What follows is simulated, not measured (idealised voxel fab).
Process module, titled voxel transistor to metal
The cross-section on display is named cut; it measures 300 nm wide, and its cells are 5 nm squares.
Cross-section layout: square cells on a grid; listed as bands, top to bottom; a band spans one or more cell rows. Read a band's entry like this: the first values are the height of its top and the height of its bottom in nm, and what follows is the sequence of materials from left to right, each with its width in nm. Note that "empty" is empty space, and that a single material marked "all across" reaches across the band from edge to edge. Heights from 0 (as-received wafer is one material below). Bottom band endless downward, as "top 0, no bottom". A two-number width, for instance "30->40", indicates that the width is equal to the first number in the top row of the band and to the second number in the bottom row, and that it changes by a constant amount per row of cells. "nothing was modified", as given for a step, is the statement that not any cell of the cross-section underwent a change during that step. The entry "Sealed-off cavities" lists the empty spaces that cover at least 8 cells and have no open path to the top. Each is written as width x height at distance, where the distance is measured from the left edge and all three values are in nm. On a step's line, text after the settings is the simulator commenting on that step. overlay nm: where the mask lay relative to plan, measured to the right, on steps with a mask; negatives go left.

### These are the steps we planned for the process
1. RECEIVE | material Si
2. CONFORMAL_DEP | material SiO2 | thk nm 5
3. CONFORMAL_DEP | material SiN | thk nm 10
4. PATTERN | tone cover | mask id ACTIVE | material resist | width nm 100 | pitch nm 125 | thk nm 20 | overlay nm 0
5. DIRECTIONAL_ETCH | etch materials SiN | depth nm 10
6. DIRECTIONAL_ETCH | etch materials SiO2 | depth nm 5
7. DIRECTIONAL_ETCH | etch materials Si | depth nm 20
8. STRIP | etch materials resist
9. FILL_DEP | material SiO2 | thk nm 5
10. CMP | height nm 15
11. SELECTIVE_ETCH | etch materials SiO2 | depth nm 5
12. STRIP | etch materials SiN
13. SELECTIVE_ETCH | etch materials SiO2 | depth nm 5
14. OXIDIZE | depth nm 5
15. DIRECTIONAL_DEP | material polySi | thk nm 25
16. DIRECTIONAL_DEP | material SiCN | thk nm 10
17. PATTERN | tone cover | mask id GATE | material resist | width nm 20 | pitch nm 125 | thk nm 20 | overlay nm 0
18. DIRECTIONAL_ETCH | etch materials SiCN | depth nm 20
19. DIRECTIONAL_ETCH | etch materials polySi | depth nm 35
20. STRIP | etch materials resist
21. CONFORMAL_DEP | material SiN | thk nm 10
22. DIRECTIONAL_ETCH | etch materials SiN | depth nm 10
23. DIRECTIONAL_ETCH | etch materials SiO2 | depth nm 5
24. EPI | material nSi | thk nm 5
25. FILL_DEP | material SiO2 | thk nm 5
26. CMP | height nm 35
27. DIRECTIONAL_DEP | material SiO2 | thk nm 10
28. PATTERN | tone open | mask id CONTACT | material resist | width nm 25 | thk nm 20 | overlay nm 0
29. DIRECTIONAL_ETCH | etch materials SiO2 | depth nm 45
30. STRIP | etch materials resist
31. CONFORMAL_DEP | material TiN | thk nm 5
32. FILL_DEP | material W | thk nm 5
33. CMP | height nm 45
34. DIRECTIONAL_DEP | material TiN | thk nm 5
35. DIRECTIONAL_DEP | material Ru | thk nm 25
36. MASKED_ETCH | tone cover | mask id METAL_1 | width nm 15 | etch materials Ru | depth nm 25 | overlay nm 0
37. MASKED_ETCH | tone cover | mask id METAL_1 | width nm 15 | etch materials TiN | depth nm 5 | overlay nm 0
38. FILL_DEP | material SiO2 | thk nm 5
39. CMP | height nm 75
40. CONFORMAL_DEP | material SiN | thk nm 5

### Step 1 complete: cross-section of the wafer as received
top 0, no bottom  Si all across
Sealed-off cavities: none

### Run as planned - first of the two wafers cross-sectioned at the end of the module
top 80, bottom 75  SiN all across
top 75, bottom 50  45 nm SiO2  15 nm Ru  50 nm SiO2  15 nm Ru  45 nm SiO2  15 nm Ru  50 nm SiO2  15 nm Ru  50 nm SiO2
top 50, bottom 45  45 nm SiO2  15 nm TiN  50 nm SiO2  15 nm TiN  45 nm SiO2  15 nm TiN  50 nm SiO2  15 nm TiN  50 nm SiO2
top 45, bottom 35  45 nm SiO2  5 nm TiN  15->10 nm W  5->10 nm TiN  30 nm SiO2  5->10 nm TiN  15->10 nm W  5 nm TiN  45 nm SiO2  5 nm TiN  15->10 nm W  5->10 nm TiN  30 nm SiO2  5->10 nm TiN  15->10 nm W  5 nm TiN  50 nm SiO2
top 35, bottom 25  45 nm SiO2  5 nm TiN  10 nm W  5 nm TiN  10 nm SiN  20 nm SiCN  10 nm SiN  5 nm TiN  10 nm W  5 nm TiN  45 nm SiO2  5 nm TiN  10 nm W  5 nm TiN  10 nm SiN  20 nm SiCN  10 nm SiN  5 nm TiN  10 nm W  5 nm TiN  50 nm SiO2
top 25, bottom 5  45 nm SiO2  5 nm TiN  10 nm W  5 nm TiN  10 nm SiN  20 nm polySi  10 nm SiN  5 nm TiN  10 nm W  5 nm TiN  45 nm SiO2  5 nm TiN  10 nm W  5 nm TiN  10 nm SiN  20 nm polySi  10 nm SiN  5 nm TiN  10 nm W  5 nm TiN  50 nm SiO2
top 5, bottom 0  30 nm SiO2  10 nm SiN  5 nm SiO2  20 nm TiN  10 nm SiN  20 nm polySi  10 nm SiN  20 nm TiN  5 nm SiO2  10 nm SiN  15 nm SiO2  10 nm SiN  5 nm SiO2  20 nm TiN  10 nm SiN  20 nm polySi  10 nm SiN  20 nm TiN  5 nm SiO2  10 nm SiN  35 nm SiO2
top 0, bottom -5  40 nm SiO2  25 nm nSi  40 nm SiO2  25 nm nSi  35 nm SiO2  25 nm nSi  40 nm SiO2  25 nm nSi  45 nm SiO2
top -5, bottom -20  35 nm SiO2  100 nm Si  25 nm SiO2  100 nm Si  40 nm SiO2
top -20, no bottom  Si all across
Sealed-off cavities: none

### Cross-section, second wafer: same start as the first, same plan as the first, one mistake in running it; taken at the end of the module
top 80, bottom 75  SiN all across
top 75, bottom 50  45 nm SiO2  15 nm Ru  50 nm SiO2  15 nm Ru  45 nm SiO2  15 nm Ru  50 nm SiO2  15 nm Ru  50 nm SiO2
top 50, bottom 45  45 nm SiO2  15 nm TiN  50 nm SiO2  15 nm TiN  45 nm SiO2  15 nm TiN  50 nm SiO2  15 nm TiN  50 nm SiO2
top 45, bottom 35  45 nm SiO2  5 nm TiN  15->10 nm polySi  5->10 nm TiN  30 nm SiO2  5->10 nm TiN  15->10 nm polySi  5 nm TiN  45 nm SiO2  5 nm TiN  15->10 nm polySi  5->10 nm TiN  30 nm SiO2  5->10 nm TiN  15->10 nm polySi  5 nm TiN  50 nm SiO2
top 35, bottom 25  45 nm SiO2  5 nm TiN  10 nm polySi  5 nm TiN  10 nm SiN  20 nm SiCN  10 nm SiN  5 nm TiN  10 nm polySi  5 nm TiN  45 nm SiO2  5 nm TiN  10 nm polySi  5 nm TiN  10 nm SiN  20 nm SiCN  10 nm SiN  5 nm TiN  10 nm polySi  5 nm TiN  50 nm SiO2
top 25, bottom 5  45 nm SiO2  5 nm TiN  10 nm polySi  5 nm TiN  10 nm SiN  20 nm polySi  10 nm SiN  5 nm TiN  10 nm polySi  5 nm TiN  45 nm SiO2  5 nm TiN  10 nm polySi  5 nm TiN  10 nm SiN  20 nm polySi  10 nm SiN  5 nm TiN  10 nm polySi  5 nm TiN  50 nm SiO2
top 5, bottom 0  30 nm SiO2  10 nm SiN  5 nm SiO2  20 nm TiN  10 nm SiN  20 nm polySi  10 nm SiN  20 nm TiN  5 nm SiO2  10 nm SiN  15 nm SiO2  10 nm SiN  5 nm SiO2  20 nm TiN  10 nm SiN  20 nm polySi  10 nm SiN  20 nm TiN  5 nm SiO2  10 nm SiN  35 nm SiO2
top 0, bottom -5  40 nm SiO2  25 nm nSi  40 nm SiO2  25 nm nSi  35 nm SiO2  25 nm nSi  40 nm SiO2  25 nm nSi  45 nm SiO2
top -5, bottom -20  35 nm SiO2  100 nm Si  25 nm SiO2  100 nm Si  40 nm SiO2
top -20, no bottom  Si all across
Sealed-off cavities: none
Deviation from plan: step 32 ran with different settings than intended, the actual operation and settings being FILL_DEP | material polySi | thk nm 5
Final wafer comparison in cells, second versus first, more or fewer per material: W: 68 fewer, polySi: 68 more
